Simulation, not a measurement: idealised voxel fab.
Proc. module: voxel self aligned contacts
This is section cut - it's 160 nm across, gridded in 5 nm square cells.
Each cross-section below is a grid of square cells, stated as bands in top-down order, with one or more rows of cells making up each band. A band entry consists of two parts. The first gives the height of the band's top and the height of its bottom, in nm. The rest lists the band's materials from left to right, each with its width in nm. A single material labelled with the word "edge to edge" fills the band from edge to edge, and the word "air" marks empty space. Heights are measured from 0, the level below which the as-received wafer is all one material; the lowest band has no bottom and continues downward, written as in "0 -> down". Quick explanation for "30 to 40": the width changes in equal steps down the rows of cells, from the first number in the band's top row to the second number in its bottom row. The designation "no alteration", where it is given for a processing step, indicates that no cell of the cross-section was altered in the course of that step. The entry "Cavities, closed" lists the empty spaces that cover at least 8 cells and have no open path to the top. Each is written as width x height at distance, where the distance is measured from the left edge and all three values are in nm. On each step's line, the part that comes after the settings is the simulator's own comment on the step. Steps that use a mask can have "overlay nm" on their line. It says how far the mask sat to the right of where it was meant to be. Negative means to the left.

This section lists the process steps that were planned:
- 1: RECEIVE: material Si
- 2: CONFORMAL_DEP: material SiO2, thk nm 5
- 3: DIRECTIONAL_DEP: material polySi, thk nm 20
- 4: DIRECTIONAL_DEP: material SiN, thk nm 25
- 5: MASKED_ETCH: tone cover, mask id GATE, width nm 25, pitch nm 60, etch materials SiN, depth nm 25, overlay nm 0
- 6: MASKED_ETCH: tone cover, mask id GATE, width nm 25, pitch nm 60, etch materials polySi, depth nm 20, overlay nm 0
- 7: CONFORMAL_DEP: material SiN, thk nm 10
- 8: DIRECTIONAL_ETCH: etch materials SiN, depth nm 10
- 9: FILL_DEP: material SiO2, thk nm 20
- 10: CMP: height nm 60
- 11: MASKED_ETCH: tone open, mask id CONTACT, width nm 45, etch materials SiO2, depth nm 60, overlay nm 0
- 12: CONFORMAL_DEP: material TiN, thk nm 5
- 13: FILL_DEP: material Ru, thk nm 10
- 14: CMP: height nm 60
- 15: CONFORMAL_DEP: material SiCN, thk nm 5

Wafer at receipt (post step 1), cross-section:
  0 -> down  Si edge to edge
  Cavities, closed: none

Module complete - cross-section of the first of two wafers, run according to plan:
  65 -> 60  SiCN edge to edge
  60 -> 50  55 SiO2  5 to 20 TiN  35 to 5 Ru  5 to 20 TiN  60 SiO2
  50 -> 25  25 SiO2  45 SiN  5 TiN  5 Ru  5 TiN  45 SiN  30 SiO2
  25 -> 5  25 SiO2  10 SiN  25 polySi  10 SiN  5 TiN  5 Ru  5 TiN  10 SiN  25 polySi  10 SiN  30 SiO2
  5 -> 0  70 SiO2  15 TiN  75 SiO2
  0 -> down  Si edge to edge
  Cavities, closed: none

What the second wafer looks like in cross-section once the module is done. Its start and its plan matched the first wafer's exactly; what differed was one mistake in how it was run:
  65 -> 60  SiCN edge to edge
  60 -> 55  55 SiO2  5 TiN  35 Ru  5 TiN  60 SiO2
  55 -> 50  55 SiO2  45 TiN  60 SiO2
  50 -> 25  45 SiN  5 SiO2  55 SiN  5 SiO2  50 SiN
  25 -> 5  polySi edge to edge
  5 -> 0  SiO2 edge to edge
  0 -> down  Si edge to edge
  Cavities, closed: none
What went wrong in running the wafer? step 5 did not happen as planned, as run it was MASKED_ETCH: tone open, mask id GATE, width nm 25, pitch nm 60, etch materials SiN, depth nm 25, overlay nm 0
Final wafer comparison in cells, second versus first, more or fewer per material: Ru -10, SiN +28, SiO2 -86, TiN -20, polySi +88
